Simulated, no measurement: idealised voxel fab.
Process module in this document: voxel released beams
In the cross-section labelled cut, the width is 275 nm and each square cell is 5 nm.
In what follows, cross-sections appear as grids of square cells, described through bands that run from the top down, where every band is one or more rows of cells. This entry defines a band. It first specifies the height of the band's top and the height of its bottom in nm, and then specifies the band's materials from left to right, stating each material with its width in nm. The word "full width" identifies a single material that fills the band from edge to edge, while the word "empty" identifies empty space. Height datum 0, below which the as-received substrate wafer is one material. Lowest band open at the bottom, running downward: "0 down". The two numbers in a width such as "30->40" mark its ends across the band: the first belongs to the top row of cells, the second to the bottom row, and from each row to the next the width moves by the same amount. When a step is marked "no alteration", none of the cells in the cross-section changed during that step. The entry "Closed void roster" lists the empty spaces that cover at least 8 cells and have no open path to the top. Each is written as width x height at distance, where the distance is measured from the left edge and all three values are in nm. What comes after the settings on a step's line is commentary from the simulator itself on that step. overlay nm: how far to the right of its planned place the mask lay on this masked step (negative: to the left).

Listed below are the process steps as planned
- 1: RECEIVE | material Si
- 2: CONFORMAL_DEP | material Al2O3 | thk nm 5
- 3: DIRECTIONAL_DEP | material SiO2 | thk nm 20
- 4: MASKED_ETCH | tone open | mask id ANCHOR | width nm 25 | etch materials SiO2 | depth nm 20 | overlay nm 0
- 5: CONFORMAL_DEP | material SiN | thk nm 10
- 6: DIRECTIONAL_DEP | material aC | thk nm 10
- 7: PATTERN | tone cover | mask id BEAM | material resist | width nm 75 | thk nm 25 | overlay nm 0
- 8: DIRECTIONAL_ETCH | etch materials aC | depth nm 10
- 9: STRIP | etch materials resist
- 10: DIRECTIONAL_ETCH | etch materials SiN | depth nm 10
- 11: STRIP | etch materials aC
- 12: STRIP | etch materials SiO2

Cross-section of the wafer as it came to us, i.e., already through step 1
- 0 down | Si full width
- Closed void roster: none

End-of-module cross-section. Starting structure and process plan as above; one mistake made in running it
- 35 to 25 | 95 of empty, then 20 of SiN, then 5 of empty, then 50 of SiN, then 105 of empty
- 25 to 15 | 105 of empty, then 10 of SiN, then 5 of empty, then 10 of SiN, then 145 of empty
- 15 to 5 | 105 of empty, then 25 of SiN, then 145 of empty
- 5 to 0 | Al2O3 full width
- 0 down | Si full width
- Closed void roster: none
Processing error: step 4 was processed under conditions differing from the plan, specifically as MASKED_ETCH | tone open | mask id ANCHOR | width nm 25 | etch materials SiO2 | depth nm 20 | overlay nm 5
